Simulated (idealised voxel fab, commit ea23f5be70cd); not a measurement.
Process module, titled voxel released beams
We display cut, a cross-section 165 nm in width whose square cells are each 5 nm.
How to read a cross-section here: the picture is a grid of square cells, written as bands going from the top down, and any band can span one or more rows of cells. For a band, the entry starts with two heights in nm, that of the top and then that of the bottom, and carries on with the band's materials in order from left to right, each alongside its width in nm; the word "full width" beside a single material means it fills the band edge to edge, and "air" means empty space. Beneath 0, the wafer as received is one material, and that level is where height counting begins. The lowest band goes on downward without a bottom; it is written like "0 -> down". You'd read "30 to 40" like this: the band's top row of cells is as wide as the first number, its bottom row is as wide as the second, and going down, every row changes width by the same amount as the row before did. "no modifications", as given for a step, is the statement that not any cell of the cross-section underwent a change during that step. Listed in "Voids, fully enclosed": every empty space of 8 or more cells without an open way to the top. Form: width x height at distance, the distance being from the left edge, all in nm. Note: text after step settings on the step line = simulator remark on that step. If you see "overlay nm" on a step's line and that step has a mask, it's telling you how far right of where it was planned the mask ended up; a negative number means it went left instead.

**These are the steps we planned for the process**
1 RECEIVE,material Si
2 CONFORMAL_DEP,material SiN,thk nm 10
3 DIRECTIONAL_DEP,material SiO2,thk nm 20
4 PATTERN,tone open,mask id ANCHOR,material resist,width nm 30,thk nm 20,overlay nm -10
5 DIRECTIONAL_ETCH,etch materials SiO2,depth nm 20
6 STRIP,etch materials resist
7 CONFORMAL_DEP,material TiN,thk nm 10
8 MASKED_ETCH,tone cover,mask id BEAM,width nm 115,etch materials TiN,depth nm 10,overlay nm 0
9 STRIP,etch materials SiO2
Keep in mind the plan's value for the overlay nm of step 4 comes from the first wafer; the wafers don't share that setting, but they do share the same starting point.

**Cross-section: the first of several wafers in its as-received state, i.e. following step 1**
> 0 -> down  Si full width
> Voids, fully enclosed: none

**Heads up, this table goes wafer by wafer. A row tells you, at the end of the module, how many cells of each material that wafer has put on (+) or dropped (-) since it was received, and then its closed voids**
overlay nm -10 | +66 SiN | +62 TiN | Voids, fully enclosed: none
overlay nm -5 | +66 SiN | +62 TiN | Voids, fully enclosed: none
overlay nm 0 | +66 SiN | +62 TiN | Voids, fully enclosed: none
overlay nm 5 | +66 SiN | +62 TiN | Voids, fully enclosed: none
overlay nm 10 | +66 SiN | +62 TiN | Voids, fully enclosed: none
overlay nm 15 | +66 SiN | +62 TiN | Voids, fully enclosed: none
